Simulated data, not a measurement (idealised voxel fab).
Name of the process module below: voxel self aligned contacts
The width of the displayed cross-section, cut, is 260 nm; its cells are square, with a size of 5 nm.
A cross-section is written here as square cells arranged in a grid, and it is given in bands from the top down, each band taking up one or more rows of cells.
The entry gives the band's vertical extent as a top height and a bottom height in nm, then its horizontal make-up as materials from left to right, each with a width in nm. "empty" stands for empty space; a single material marked "full width" fills the band edge to edge.
Basically, 0 is our baseline, since under it the wafer straight out of the box is all one material. The bottom band has no lower end and keeps on going down, so it looks like "top 0, no bottom".
Graded width ("30..40"): value in top row of band = first number; value in bottom row = second number; row-to-row change constant.
Step note "no alterations made" = no cross-section cell changed.
Reported under the label "Trapped voids" are the empty spaces having no open way to the top and comprising 8 cells or more; the notation for each is width x height at distance, in which the distance is measured from the left edge and all three values are in nm.
Step line, after settings: the simulator's comment on this step.
overlay nm: mask right of planned place by this much (step with mask). Neg. = left.
# Process steps - plan
step 1: RECEIVE, material Si
step 2: CONFORMAL_DEP, material SiO2, thk nm 5
step 3: DIRECTIONAL_DEP, material polySi, thk nm 20
step 4: DIRECTIONAL_DEP, material SiN, thk nm 20
step 5: DIRECTIONAL_DEP, material aC, thk nm 10
step 6: PATTERN, tone cover, mask id GATE, material resist, width nm 30, pitch nm 70, thk nm 25, overlay nm -15
step 7: DIRECTIONAL_ETCH, etch materials aC, depth nm 10
step 8: STRIP, etch materials resist
step 9: DIRECTIONAL_ETCH, etch materials SiN, depth nm 20
step 10: DIRECTIONAL_ETCH, etch materials polySi, depth nm 20
step 11: STRIP, etch materials aC
step 12: CONFORMAL_DEP, material SiN, thk nm 10
step 13: DIRECTIONAL_ETCH, etch materials SiN, depth nm 10
step 14: FILL_DEP, material SiO2, thk nm 20
step 15: CMP, height nm 55
step 16: MASKED_ETCH, tone open, mask id CONTACT, width nm 50, pitch nm 70, etch materials SiO2, depth nm 55, overlay nm 0
step 17: CONFORMAL_DEP, material TiN, thk nm 5
step 18: FILL_DEP, material W, thk nm 5
step 19: CMP, height nm 55
step 20: CONFORMAL_DEP, material SiN, thk nm 5
Every wafer here starts from the same state; it is the step 6 overlay nm that distinguishes them, and the value the plan gives belongs to the first wafer.
# Cross-section, first of several wafers, as delivered after step 1
* top 0, no bottom | Si full width
* Trapped voids: none
# After the module's final step, step 20: the first of several wafers in cross-section
* top 60, bottom 55 | SiN full width
* top 55, bottom 45 | 70 SiO2, then 5 TiN, then 40..10 W, then 5..35 TiN, then 20 SiO2, then 5 TiN, then 40..10 W, then 5..35 TiN, then 70 SiO2
* top 45, bottom 25 | 20 SiO2, then 50 SiN, then 5 TiN, then 10 W, then 5 TiN, then 50 SiN, then 5 TiN, then 10 W, then 5 TiN, then 50 SiN, then 50 SiO2
* top 25, bottom 5 | 20 SiO2, then 10 SiN, then 30 polySi, then 10 SiN, then 5 TiN, then 10 W, then 5 TiN, then 10 SiN, then 30 polySi, then 10 SiN, then 5 TiN, then 10 W, then 5 TiN, then 10 SiN, then 30 polySi, then 10 SiN, then 50 SiO2
* top 5, bottom 0 | 70 SiO2, then 20 TiN, then 50 SiO2, then 20 TiN, then 100 SiO2
* top 0, no bottom | Si full width
* Trapped voids: none
# Cross-section, module end, final of several wafers
* top 60, bottom 55 | SiN full width
* top 55, bottom 45 | 70 SiO2, then 5..35 TiN, then 40..10 W, then 5 TiN, then 20 SiO2, then 5..35 TiN, then 40..10 W, then 5 TiN, then 70 SiO2
* top 45, bottom 25 | 50 SiO2, then 50 SiN, then 5 TiN, then 10 W, then 5 TiN, then 50 SiN, then 5 TiN, then 10 W, then 5 TiN, then 50 SiN, then 20 SiO2
* top 25, bottom 5 | 50 SiO2, then 10 SiN, then 30 polySi, then 10 SiN, then 5 TiN, then 10 W, then 5 TiN, then 10 SiN, then 30 polySi, then 10 SiN, then 5 TiN, then 10 W, then 5 TiN, then 10 SiN, then 30 polySi, then 10 SiN, then 20 SiO2
* top 5, bottom 0 | 100 SiO2, then 20 TiN, then 50 SiO2, then 20 TiN, then 70 SiO2
* top 0, no bottom | Si full width
* Trapped voids: none
# Below, a row for every wafer. Read it as the end-of-module picture: for each material the wafer shows its cells gained (+) or lost (-) since it was received, and then its closed voids
overlay nm -15, +220 SiN, +220 SiO2, +60 TiN, +52 W, +72 polySi, Trapped voids: none
overlay nm -10, +220 SiN, +220 SiO2, +60 TiN, +52 W, +72 polySi, Trapped voids: none
overlay nm -5, +220 SiN, +220 SiO2, +60 TiN, +52 W, +72 polySi, Trapped voids: none
overlay nm 0, +220 SiN, +220 SiO2, +60 TiN, +52 W, +72 polySi, Trapped voids: none
overlay nm 5, +220 SiN, +220 SiO2, +60 TiN, +52 W, +72 polySi, Trapped voids: none
overlay nm 10, +220 SiN, +220 SiO2, +60 TiN, +52 W, +72 polySi, Trapped voids: none
overlay nm 15, +220 SiN, +220 SiO2, +60 TiN, +52 W, +72 polySi, Trapped voids: none
